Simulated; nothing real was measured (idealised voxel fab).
The document below concerns the process module designated voxel capacitor over wiring.
Cross-section cut spans 245 nm and uses square cells 5 nm in size.
Cross-section = grid of square cells, listed top down in bands; band = one or more rows.
Quick guide to a band line: top height, bottom height (nm) up front; then every material left to right with its width in nm. Only one material and it's marked "everywhere"? Then it fills the band edge to edge. And "air" just means empty space.
All heights in this document are referenced to 0, defined as the level beneath which the wafer, as received, consists entirely of one material. The lowest band is not bounded below; it extends indefinitely downward and is written in the form "from 0 down".
The width entry "30->40" should be interpreted row by row: the top row of cells in the band takes the first number, the bottom row takes the second number, and the change between adjacent rows is uniform throughout.
It should be understood that the words "remained unchanged", when stated for a given step, signify that the cross-section underwent no change in any of its cells during that step.
Empty spaces counting at least 8 cells and having no open way to the top are listed in "Entrapped voids". The notation width x height at distance is used for each, the distance being from the left edge and all three values in nm.
Where a step's line continues beyond its settings, the continuation is a remark by the simulator itself on that step.
"overlay nm" denotes, for a step that has a mask, the displacement of the mask to the right of its planned place, with negative values corresponding to the left.
[Intended process steps]
1: RECEIVE [material Si]
2: CONFORMAL_DEP [material SiO2] [thk nm 15]
3: DIRECTIONAL_DEP [material TiN] [thk nm 5]
4: DIRECTIONAL_DEP [material W] [thk nm 15]
5: MASKED_ETCH [tone cover] [mask id METAL_1] [width nm 20] [pitch nm 85] [etch materials W] [depth nm 15] [overlay nm 0]
6: MASKED_ETCH [tone cover] [mask id METAL_1] [width nm 20] [pitch nm 85] [etch materials TiN] [depth nm 5] [overlay nm 0]
7: CONFORMAL_DEP [material SiN] [thk nm 5]
8: FILL_DEP [material lowk] [thk nm 10]
9: CMP [height nm 35]
10: CONFORMAL_DEP [material SiCN] [thk nm 5]
11: DIRECTIONAL_DEP [material lowk] [thk nm 20]
12: MASKED_ETCH [tone open] [mask id PLUG_1] [width nm 15] [etch materials lowk] [depth nm 20] [overlay nm 0]
13: MASKED_ETCH [tone open] [mask id PLUG_1] [width nm 15] [etch materials SiCN] [depth nm 5] [overlay nm 0]
14: EPI [material Ru] [thk nm 10]
15: EPI [material Ru] [thk nm 10]
16: EPI [material Ru] [thk nm 5]
17: DIRECTIONAL_DEP [material TiN] [thk nm 5]
18: DIRECTIONAL_DEP [material Al2O3] [thk nm 5]
19: DIRECTIONAL_DEP [material TiN] [thk nm 5]
20: PATTERN [tone cover] [mask id UPPER_PLATE] [material resist] [width nm 70] [thk nm 15] [overlay nm 0]
21: DIRECTIONAL_ETCH [etch materials TiN] [depth nm 5]
22: DIRECTIONAL_ETCH [etch materials Al2O3] [depth nm 5]
23: STRIP [etch materials resist]
24: PATTERN [tone cover] [mask id LOWER_PLATE] [material resist] [width nm 80] [thk nm 20] [overlay nm 0]
25: DIRECTIONAL_ETCH [etch materials TiN] [depth nm 5]
26: STRIP [etch materials resist]
27: FILL_DEP [material SiO2] [thk nm 20]
28: CMP [height nm 90]
29: MASKED_ETCH [tone open] [mask id PLUG_2] [width nm 15] [etch materials SiO2] [depth nm 15] [overlay nm 0]
30: CONFORMAL_DEP [material TiN] [thk nm 5]
31: FILL_DEP [material Ru] [thk nm 10]
32: CMP [height nm 90]
33: CONFORMAL_DEP [material SiN] [thk nm 5]
[Cross-section of the wafer as it came to us, i.e., already through step 1]
    from 0 down = Si everywhere
    Entrapped voids: none
[Post-module cross-section of the first of two wafers (run per plan)]
    from 95 to 90 = SiN everywhere
    from 90 to 80 = SiO2=85, then TiN=5, then Ru=5, then TiN=5, then SiO2=145
    from 80 to 70 = SiO2=85->75, then TiN=15->70, then SiO2=145->100
    from 70 to 65 = SiO2=75, then Al2O3=70, then SiO2=100
    from 65 to 60 = SiO2=70, then TiN=80, then SiO2=95
    from 60 to 40 = lowk=75, then Ru=15, then lowk=155
    from 40 to 35 = SiCN=75, then Ru=15, then SiCN=155
    from 35 to 20 = lowk=65, then SiN=5, then W=20, then SiN=5, then lowk=55, then SiN=5, then W=20, then SiN=5, then lowk=65
    from 20 to 15 = SiN=70, then TiN=20, then SiN=65, then TiN=20, then SiN=70
    from 15 to 0 = SiO2 everywhere
    from 0 down = Si everywhere
    Entrapped voids: none
[second wafer at the end: like start, like plan, one mistake]
    from 95 to 90 = SiN everywhere
    from 90 to 80 = SiO2=85, then TiN=5, then Ru=5, then TiN=5, then SiO2=145
    from 80 to 70 = SiO2=85->75, then TiN=15->70, then SiO2=145->100
    from 70 to 65 = SiO2=70, then TiN=80, then SiO2=95
    from 65 to 60 = Al2O3 everywhere
    from 60 to 40 = lowk=75, then Ru=15, then lowk=155
    from 40 to 35 = SiCN=75, then Ru=15, then SiCN=155
    from 35 to 20 = lowk=65, then SiN=5, then W=20, then SiN=5, then lowk=55, then SiN=5, then W=20, then SiN=5, then lowk=65
    from 20 to 15 = SiN=70, then TiN=20, then SiN=65, then TiN=20, then SiN=70
    from 15 to 0 = SiO2 everywhere
    from 0 down = Si everywhere
    Entrapped voids: none
So what did we get wrong on this run? transposition of steps 17 and 18 relative to the planned sequence
Final tally in cells, some materials are higher or lower on the second wafer than on the first: Al2O3: 35 more | SiO2: 35 fewer
